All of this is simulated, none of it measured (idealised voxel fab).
Process module name: voxel transistor to metal
Each square cell in cross-section cut measures 5 nm, and the section as a whole is 140 nm wide.
Bands, listed from the top down, are how a cross-section gets written in this document; the cross-section itself is a grid of square cells, and a band is one or more rows of them.
Top height, bottom height, nm. Materials left to right, width each, nm. Single material + "all across" = fills band edge to edge. "empty" = empty.
Beneath 0, the wafer as received is one material, and that level is where height counting begins. The lowest band goes on downward without a bottom; it is written like "top 0, no bottom".
Graded width ("30->40"): value in top row of band = first number; value in bottom row = second number; row-to-row change constant.
A step reported as "no change" is a step in which no cell of the cross-section changed.
Entry "Sealed internal cavities" = empty spaces >= 8 cells with no open way to the top; each as width x height at distance, distance from left edge, all nm.
What comes after the settings on a step's line is commentary from the simulator itself on that step.
Steps that use a mask can have "overlay nm" on their line. It says how far the mask sat to the right of where it was meant to be. Negative means to the left.

This section lists the process steps that were planned
step 1: RECEIVE with material Si
step 2: OXIDIZE with depth nm 5
step 3: CONFORMAL_DEP with material SiN, thk nm 15
step 4: DIRECTIONAL_DEP with material aC, thk nm 15
step 5: PATTERN with tone cover, mask id ACTIVE, material resist, width nm 105, thk nm 30, overlay nm 0
step 6: DIRECTIONAL_ETCH with etch materials aC, depth nm 15
step 7: STRIP with etch materials resist
step 8: DIRECTIONAL_ETCH with etch materials SiN, depth nm 15
step 9: DIRECTIONAL_ETCH with etch materials SiO2, depth nm 5
step 10: DIRECTIONAL_ETCH with etch materials Si, depth nm 20
step 11: STRIP with etch materials aC
step 12: OXIDIZE with depth nm 5
step 13: FILL_DEP with material SiO2, thk nm 5
step 14: CMP with height nm 15
step 15: SELECTIVE_ETCH with etch materials SiO2, depth nm 10
step 16: STRIP with etch materials SiN
step 17: SELECTIVE_ETCH with etch materials SiO2, depth nm 5
step 18: OXIDIZE with depth nm 5
step 19: DIRECTIONAL_DEP with material polySi, thk nm 30
step 20: DIRECTIONAL_DEP with material SiCN, thk nm 15
step 21: PATTERN with tone cover, mask id GATE, material resist, width nm 25, thk nm 20, overlay nm -15
step 22: DIRECTIONAL_ETCH with etch materials SiCN, depth nm 25
step 23: DIRECTIONAL_ETCH with etch materials polySi, depth nm 40
step 24: STRIP with etch materials resist
step 25: CONFORMAL_DEP with material SiN, thk nm 5
step 26: DIRECTIONAL_ETCH with etch materials SiN, depth nm 5
step 27: DIRECTIONAL_ETCH with etch materials SiO2, depth nm 5
step 28: DIRECTIONAL_ETCH with etch materials Si, depth nm 15
step 29: EPI with material nSi, thk nm 15
step 30: FILL_DEP with material SiO2, thk nm 5
step 31: CMP with height nm 40
step 32: DIRECTIONAL_DEP with material SiO2, thk nm 10
step 33: MASKED_ETCH with tone open, mask id CONTACT, width nm 20, pitch nm 75, etch materials SiO2, depth nm 60, overlay nm 0
step 34: CONFORMAL_DEP with material TiN, thk nm 5
step 35: FILL_DEP with material Ru, thk nm 5
step 36: CMP with height nm 50
step 37: DIRECTIONAL_DEP with material TiN, thk nm 5
step 38: DIRECTIONAL_DEP with material Ru, thk nm 20
step 39: DIRECTIONAL_DEP with material aC, thk nm 15
step 40: PATTERN with tone cover, mask id METAL_1, material resist, width nm 20, pitch nm 75, thk nm 35, overlay nm 0
step 41: DIRECTIONAL_ETCH with etch materials aC, depth nm 15
step 42: STRIP with etch materials resist
step 43: DIRECTIONAL_ETCH with etch materials Ru, depth nm 20
step 44: DIRECTIONAL_ETCH with etch materials TiN, depth nm 5
step 45: STRIP with etch materials aC
step 46: CONFORMAL_DEP with material SiCN, thk nm 5
step 47: FILL_DEP with material lowk, thk nm 10
step 48: CMP with height nm 75
step 49: CONFORMAL_DEP with material SiN, thk nm 5
Wafers differ in overlay nm at step 21; plan lists the first wafer's value; identical starting state.

Received wafers, first of several: cross-section after step 1
  top 0, no bottom | Si all across
  Sealed internal cavities: none

Below: a row per wafer. Contents at end of module: for every material, cells gained since receipt (+) or lost since receipt (-); then closed voids
overlay nm -15; +63 Ru; -128 Si; +51 SiCN; +48 SiN; +212 SiO2; +54 TiN; +64 lowk; +54 nSi; +30 polySi; Sealed internal cavities: none
overlay nm -10; +70 Ru; -128 Si; +51 SiCN; +48 SiN; +202 SiO2; +57 TiN; +64 lowk; +54 nSi; +30 polySi; Sealed internal cavities: none
overlay nm -5; +70 Ru; -128 Si; +51 SiCN; +48 SiN; +199 SiO2; +60 TiN; +64 lowk; +54 nSi; +30 polySi; Sealed internal cavities: none
overlay nm 0; +70 Ru; -128 Si; +51 SiCN; +48 SiN; +199 SiO2; +60 TiN; +64 lowk; +54 nSi; +30 polySi; Sealed internal cavities: none
overlay nm 5; +70 Ru; -128 Si; +51 SiCN; +48 SiN; +199 SiO2; +60 TiN; +64 lowk; +54 nSi; +30 polySi; Sealed internal cavities: none
overlay nm 10; +70 Ru; -128 Si; +51 SiCN; +48 SiN; +202 SiO2; +57 TiN; +64 lowk; +54 nSi; +30 polySi; Sealed internal cavities: none
overlay nm 15; +63 Ru; -128 Si; +51 SiCN; +48 SiN; +212 SiO2; +54 TiN; +64 lowk; +54 nSi; +30 polySi; Sealed internal cavities: none
